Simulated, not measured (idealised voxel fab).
This section sets out a process module, namely voxel released beams.
Section shown: cut. Width: 240 nm. Cell size: 5 nm, square.
This document writes a cross-section as a grid whose cells are square, and gives it as bands, listed from the top down; one or more rows of cells form a band.
Heads up on the band format: heights come first, top then bottom, in nm. After that it's the materials left to right, each with its width in nm. A single material flagged "edge to edge" fills the whole band edge to edge, and "air" means there's empty space there.
Basically, 0 is our baseline, since under it the wafer straight out of the box is all one material. The bottom band has no lower end and keeps on going down, so it looks like "top 0, no bottom".
You'd read "30 to 40" like this: the band's top row of cells is as wide as the first number, its bottom row is as wide as the second, and going down, every row changes width by the same amount as the row before did.
"no alteration", as given for a step, is the statement that not any cell of the cross-section underwent a change during that step.
Closed empty spaces (no open way to the top) of 8 cells or more are what "Voids, enclosed" lists, each as width x height at distance from the left edge, nm for all three.
Heads up: the bit after the settings on a step's line is the simulator's remark on that step.
Among the settings permitted on a step's line is "overlay nm"; applied to a step with a mask, it specifies the extent to which the mask lay to the right of its planned position, whereas a negative figure signifies a position to the left.
-- Below is the list of planned process steps
1. RECEIVE, material Si
2. CONFORMAL_DEP, material Al2O3, thk nm 10
3. DIRECTIONAL_DEP, material SiO2, thk nm 10
4. DIRECTIONAL_DEP, material aC, thk nm 15
5. PATTERN, tone open, mask id ANCHOR, material resist, width nm 45, thk nm 35, overlay nm 0
6. DIRECTIONAL_ETCH, etch materials aC, depth nm 15
7. STRIP, etch materials resist
8. DIRECTIONAL_ETCH, etch materials SiO2, depth nm 10
9. STRIP, etch materials aC
10. CONFORMAL_DEP, material W, thk nm 15
11. DIRECTIONAL_DEP, material aC, thk nm 15
12. PATTERN, tone cover, mask id BEAM, material resist, width nm 110, thk nm 30, overlay nm 0
13. DIRECTIONAL_ETCH, etch materials aC, depth nm 15
14. STRIP, etch materials resist
15. DIRECTIONAL_ETCH, etch materials W, depth nm 15
16. STRIP, etch materials aC
17. STRIP, etch materials SiO2
-- Cross-section of the wafer as it came to us, i.e., already through step 1
    top 0, no bottom  Si edge to edge
    Voids, enclosed: none
-- Run as planned - first of the two wafers cross-sectioned at the end of the module
    top 35, bottom 25  air 60; W 20; air 15; W 75; air 70
    top 25, bottom 20  air 60; W 110; air 70
    top 20, bottom 10  air 65; W 45; air 130
    top 10, bottom 0  Al2O3 edge to edge
    top 0, no bottom  Si edge to edge
    Voids, enclosed: none
-- Cross-sectional image of the second wafer of the two following completion of the module. Starting state and process plan were the same as for the first wafer; one execution error occurred
    top 35, bottom 20  air 60; W 110; air 70
    top 20, bottom 10  Al2O3 edge to edge
    top 10, bottom 0  SiO2 edge to edge
    top 0, no bottom  Si edge to edge
    Voids, enclosed: none
Processing error: the intended sequence of steps 2 and 3 was reversed during processing, with each occupying the position of the other
End check, counted in cells, second wafer has more or fewer of these materials than the first: SiO2 +96, W -12
